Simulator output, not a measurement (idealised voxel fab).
process module | voxel double patterning
cross-section cut | 170 nm wide | cells 5 nm
A cross-section is a grid of square cells, given in bands from the top down. A band is one or more rows of cells.
Each band's line starts with the height of the band's top and of its bottom, in nm. Then come its materials from left to right, each with its width in nm. One material with "throughout" fills the band from edge to edge. "air" is empty space.
Height 0 is the level under which the wafer as received is all one material. The lowest band goes on downwards, as in "0 down".
A width such as "30 to 40" changes by the same amount from each row of cells to the next, from the band's top row to its bottom row.
"no change" after a step means that no cell of the cross-section changed.
closed voids: empty space of 8 cells or more with no open way to the top, each as width x height at its distance from the left edge, in nm
after a step's settings: what the simulator itself notes on the step
overlay nm, on a step with a mask: how far to the right of its planned place the mask lay; to the left if negative
plan
1 op RECEIVE | material Si
2 op CONFORMAL_DEP | material SiN | thk nm 5
3 op DIRECTIONAL_DEP | material SiO2 | thk nm 10
4 op DIRECTIONAL_DEP | material SiCN | thk nm 5
5 op DIRECTIONAL_DEP | material aC | thk nm 10
6 op PATTERN | tone open | mask id FIRST | material resist | width nm 15 | pitch nm 50 | thk nm 30 | overlay nm 0
7 op DIRECTIONAL_ETCH | etch materials aC | depth nm 10
8 op STRIP | etch materials resist
9 op DIRECTIONAL_ETCH | etch materials SiCN | depth nm 5
10 op STRIP | etch materials aC
11 op PATTERN | tone open | mask id SECOND | material resist | width nm 15 | pitch nm 50 | thk nm 20 | overlay nm 0
12 op DIRECTIONAL_ETCH | etch materials SiCN | depth nm 5
13 op STRIP | etch materials resist
14 op DIRECTIONAL_ETCH | etch materials SiO2 | depth nm 10
15 op STRIP | etch materials SiCN
first wafer, as planned
as received, after step 1
  0 down: Si throughout
  closed voids: none
after step 2
  5 to 0: SiN throughout
  below 0: unchanged
after step 3
  15 to 5: SiO2 throughout
  below 5: unchanged
after step 4
  20 to 15: SiCN throughout
  below 15: unchanged
after step 5
  30 to 20: aC throughout
  below 20: unchanged
after step 6
  60 to 30: resist 25 | air 15 | resist 35 | air 15 | resist 35 | air 15 | resist 30
  below 30: unchanged
after step 7
  50 to 30: resist 25 | air 15 | resist 35 | air 15 | resist 35 | air 15 | resist 30
  30 to 20: aC 25 | air 15 | aC 35 | air 15 | aC 35 | air 15 | aC 30
  below 20: unchanged
after step 8
  30 to 20: aC 25 | air 15 | aC 35 | air 15 | aC 35 | air 15 | aC 30
  below 20: unchanged
after step 9
  30 to 20: aC 25 | air 15 | aC 35 | air 15 | aC 35 | air 15 | aC 30
  20 to 15: SiCN 25 | air 15 | SiCN 35 | air 15 | SiCN 35 | air 15 | SiCN 30
  below 15: unchanged
after step 10
  20 to 15: SiCN 25 | air 15 | SiCN 35 | air 15 | SiCN 35 | air 15 | SiCN 30
  below 15: unchanged
after step 11
  40 to 20: resist 50 | air 15 | resist 35 | air 15 | resist 55
  20 to 15: SiCN 25 | resist 15 | SiCN 35 | resist 15 | SiCN 35 | resist 15 | SiCN 30
  below 15: unchanged
after step 12
  40 to 20: resist 50 | air 15 | resist 35 | air 15 | resist 55
  20 to 15: SiCN 25 | resist 15 | SiCN 10 | air 15 | SiCN 10 | resist 15 | SiCN 10 | air 15 | SiCN 10 | resist 15 | SiCN 30
  below 15: unchanged
after step 13
  20 to 15: SiCN 25 | air 15 | SiCN 10 | air 15 | SiCN 10 | air 15 | SiCN 10 | air 15 | SiCN 10 | air 15 | SiCN 30
  below 15: unchanged
after step 14
  20 to 15: SiCN 25 | air 15 | SiCN 10 | air 15 | SiCN 10 | air 15 | SiCN 10 | air 15 | SiCN 10 | air 15 | SiCN 30
  15 to 5: SiO2 25 | air 15 | SiO2 10 | air 15 | SiO2 10 | air 15 | SiO2 10 | air 15 | SiO2 10 | air 15 | SiO2 30
  below 5: unchanged
after step 15
  15 to 5: SiO2 25 | air 15 | SiO2 10 | air 15 | SiO2 10 | air 15 | SiO2 10 | air 15 | SiO2 10 | air 15 | SiO2 30
  below 5: unchanged
second wafer: like start, like plan, one mistake. Through step 13 it matches the first wafer
when step 14 should have ended
  20 to 15: SiCN 25 | air 15 | SiCN 10 | air 15 | SiCN 10 | air 15 | SiCN 10 | air 15 | SiCN 10 | air 15 | SiCN 30
  15 to 10: SiO2 25 | air 15 | SiO2 10 | air 15 | SiO2 10 | air 15 | SiO2 10 | air 15 | SiO2 10 | air 15 | SiO2 30
  below 10: unchanged
when step 15 should have ended
  15 to 10: SiO2 25 | air 15 | SiO2 10 | air 15 | SiO2 10 | air 15 | SiO2 10 | air 15 | SiO2 10 | air 15 | SiO2 30
  below 10: unchanged
what went wrong: step 14 ran as: op DIRECTIONAL_ETCH | etch materials SiO2 | depth nm 5
at the end the second wafer has, in cells: 15 more of SiO2
